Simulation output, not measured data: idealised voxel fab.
The document below concerns the process module designated voxel self aligned contacts.
The cross-section shown here is cut; it is 180 nm wide and divided into square cells measuring 5 nm on a side.
The cross-sections in this document take the form of a grid made of square cells. They are written out as bands, in order from top to bottom. Each band consists of one or more rows of cells. Band entry format. Leading values: height of top, height of bottom, nm. Remainder: materials in left-to-right order, each with its width in nm. Special words: "all across" on a single material, which then fills the band edge to edge; "empty", empty space. Heads up on the height convention: 0 is the point under which the incoming wafer is all one material, and the lowest band has no bottom, it just keeps going down, like "from 0 down". A two-number width, for instance "30..40", indicates that the width is equal to the first number in the top row of the band and to the second number in the bottom row, and that it changes by a constant amount per row of cells. Step note "no modification" = no cross-section cell changed. The entry "Closed cavities" lists the empty spaces that cover at least 8 cells and have no open path to the top. Each is written as width x height at distance, where the distance is measured from the left edge and all three values are in nm. It should be noted that, on the line of a given step, the content following the step's settings is a remark produced by the simulator itself with respect to that step. overlay nm, on a step with a mask: how far to the right of its planned place the mask lay; to the left if negative.
## Planned step list for the process
1,RECEIVE with material Si
2,OXIDIZE with depth nm 5
3,DIRECTIONAL_DEP with material polySi, thk nm 20
4,DIRECTIONAL_DEP with material SiN, thk nm 10
5,MASKED_ETCH with tone cover, mask id GATE, width nm 25, pitch nm 60, etch materials SiN, depth nm 20, overlay nm 0
6,MASKED_ETCH with tone cover, mask id GATE, width nm 25, pitch nm 60, etch materials polySi, depth nm 20, overlay nm 0
7,CONFORMAL_DEP with material SiN, thk nm 5
8,DIRECTIONAL_ETCH with etch materials SiN, depth nm 5
9,FILL_DEP with material SiO2, thk nm 15
10,CMP with height nm 45
11,PATTERN with tone open, mask id CONTACT, material resist, width nm 45, pitch nm 60, thk nm 15, overlay nm 0
12,DIRECTIONAL_ETCH with etch materials SiO2, depth nm 50
13,STRIP with etch materials resist
14,CONFORMAL_DEP with material TiN, thk nm 5
15,FILL_DEP with material Ru, thk nm 10
16,CMP with height nm 45
17,CONFORMAL_DEP with material SiCN, thk nm 5
Keep in mind the plan's value for the thk nm of step 4 comes from the first wafer; the wafers don't share that setting, but they do share the same starting point.
## As-received cross-section, first of several wafers, post step 1
  from 0 down | Si all across
  Closed cavities: none
## Cross-section, first of several wafers, end of module, after last step 17
  from 50 to 45 | SiCN all across
  from 45 to 35 | 35 of SiO2  5 of TiN  35 of Ru  5 of TiN  15 of SiO2  5 of TiN  35 of Ru  5 of TiN  40 of SiO2
  from 35 to 30 | 35 of SiO2  15 of TiN  15 of Ru  15 of TiN  15 of SiO2  15 of TiN  15 of Ru  15 of TiN  40 of SiO2
  from 30 to 20 | 10 of SiO2  35 of SiN  5 of TiN  15 of Ru  5 of TiN  35 of SiN  5 of TiN  15 of Ru  5 of TiN  35 of SiN  15 of SiO2
  from 20 to 0 | 10 of SiO2  5 of SiN  25 of polySi  5 of SiN  5 of TiN  15 of Ru  5 of TiN  5 of SiN  25 of polySi  5 of SiN  5 of TiN  15 of Ru  5 of TiN  5 of SiN  25 of polySi  5 of SiN  15 of SiO2
  from 0 to -5 | 45 of SiO2  25 of TiN  35 of SiO2  25 of TiN  50 of SiO2
  from -5 down | Si all across
  Closed cavities: none
## X-section, last wafer, module end
  from 50 to 45 | SiCN all across
  from 45 to 40 | 10 of SiO2  35 of SiN  5 of TiN  15 of Ru  5 of TiN  35 of SiN  5 of TiN  15 of Ru  5 of TiN  35 of SiN  15 of SiO2
  from 40 to 35 | 10 of SiO2  35 of SiN  25 of TiN  35 of SiN  25 of TiN  35 of SiN  15 of SiO2
  from 35 to 20 | SiN all across
  from 20 to 0 | polySi all across
  from 0 to -5 | SiO2 all across
  from -5 down | Si all across
  Closed cavities: none
## Below, a row for every wafer. Read it as the end-of-module picture: for each material the wafer shows its cells gained (+) or lost (-) since it was received, and then its closed voids
thk nm 10, +70 Ru, -36 Si, +36 SiCN, +66 SiN, +110 SiO2, +54 TiN, +60 polySi, Closed cavities: none
thk nm 15, +62 Ru, -36 Si, +36 SiCN, +87 SiN, +97 SiO2, +54 TiN, +60 polySi, Closed cavities: none
thk nm 20, +54 Ru, -36 Si, +36 SiCN, +108 SiN, +84 SiO2, +54 TiN, +60 polySi, Closed cavities: none
thk nm 25, +18 Ru, -36 Si, +36 SiCN, +120 SiN, +56 SiO2, +22 TiN, +144 polySi, Closed cavities: none
thk nm 30, +12 Ru, -36 Si, +36 SiCN, +135 SiN, +51 SiO2, +18 TiN, +144 polySi, Closed cavities: none
thk nm 35, +6 Ru, -36 Si, +36 SiCN, +150 SiN, +46 SiO2, +14 TiN, +144 polySi, Closed cavities: none
